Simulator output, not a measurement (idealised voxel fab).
process module | voxel lift off
cross-section cut | 150 nm wide | cells 5 nm
A cross-section is a grid of square cells, given in bands from the top down. A band is one or more rows of cells.
Each band's line starts with the height of the band's top and of its bottom, in nm. Then come its materials from left to right, each with its width in nm. One material with "throughout" fills the band from edge to edge. "air" is empty space.
Height 0 is the level under which the wafer as received is all one material. The lowest band goes on downwards, as in "0 down".
A width such as "30 to 40" changes by the same amount from each row of cells to the next, from the band's top row to its bottom row.
"no change" after a step means that no cell of the cross-section changed.
closed voids: empty space of 8 cells or more with no open way to the top, each as width x height at its distance from the left edge, in nm
after a step's settings: what the simulator itself notes on the step
overlay nm, on a step with a mask: how far to the right of its planned place the mask lay; to the left if negative
plan
1 op RECEIVE | material Si
2 op CONFORMAL_DEP | material Al2O3 | thk nm 10
3 op PATTERN | tone open | mask id LINES | material resist | width nm 15 | pitch nm 35 | thk nm 25 | overlay nm 0
4 op DIRECTIONAL_DEP | material Ru | thk nm 10
5 op STRIP | etch materials resist
6 op CONFORMAL_DEP | material SiCN | thk nm 10
first wafer, as planned
as received, after step 1
  0 down: Si throughout
  closed voids: none
after step 2
  10 to 0: Al2O3 throughout
  below 0: unchanged
after step 3
  35 to 10: resist 50 | air 15 | resist 20 | air 15 | resist 50
  below 10: unchanged
after step 4
  45 to 35: Ru 50 | air 15 | Ru 20 | air 15 | Ru 50
  35 to 20: resist 50 | air 15 | resist 20 | air 15 | resist 50
  20 to 10: resist 50 | Ru 15 | resist 20 | Ru 15 | resist 50
  below 10: unchanged
after step 5
  20 to 10: air 50 | Ru 15 | air 20 | Ru 15 | air 50
  below 10: unchanged
after step 6
  30 to 20: air 40 | SiCN 70 | air 40
  20 to 10: SiCN 50 | Ru 15 | SiCN 20 | Ru 15 | SiCN 50
  below 10: unchanged
second wafer: like start, like plan, one mistake. Through step 2 it matches the first wafer
when step 3 should have ended
  35 to 10: resist 50 | air 20 | resist 15 | air 20 | resist 45
  below 10: unchanged
when step 4 should have ended
  45 to 35: Ru 50 | air 20 | Ru 15 | air 20 | Ru 45
  35 to 20: resist 50 | air 20 | resist 15 | air 20 | resist 45
  20 to 10: resist 50 | Ru 20 | resist 15 | Ru 20 | resist 45
  below 10: unchanged
when step 5 should have ended
  20 to 10: air 50 | Ru 20 | air 15 | Ru 20 | air 45
  below 10: unchanged
when step 6 should have ended
  30 to 20: air 40 | SiCN 75 | air 35
  20 to 10: SiCN 50 | Ru 20 | SiCN 15 | Ru 20 | SiCN 45
  below 10: unchanged
what went wrong: step 3 ran as: op PATTERN | tone open | mask id LINES | material resist | width nm 20 | pitch nm 35 | thk nm 25 | overlay nm 0
at the end the second wafer has, in cells: 4 more of Ru | 2 fewer of SiCN
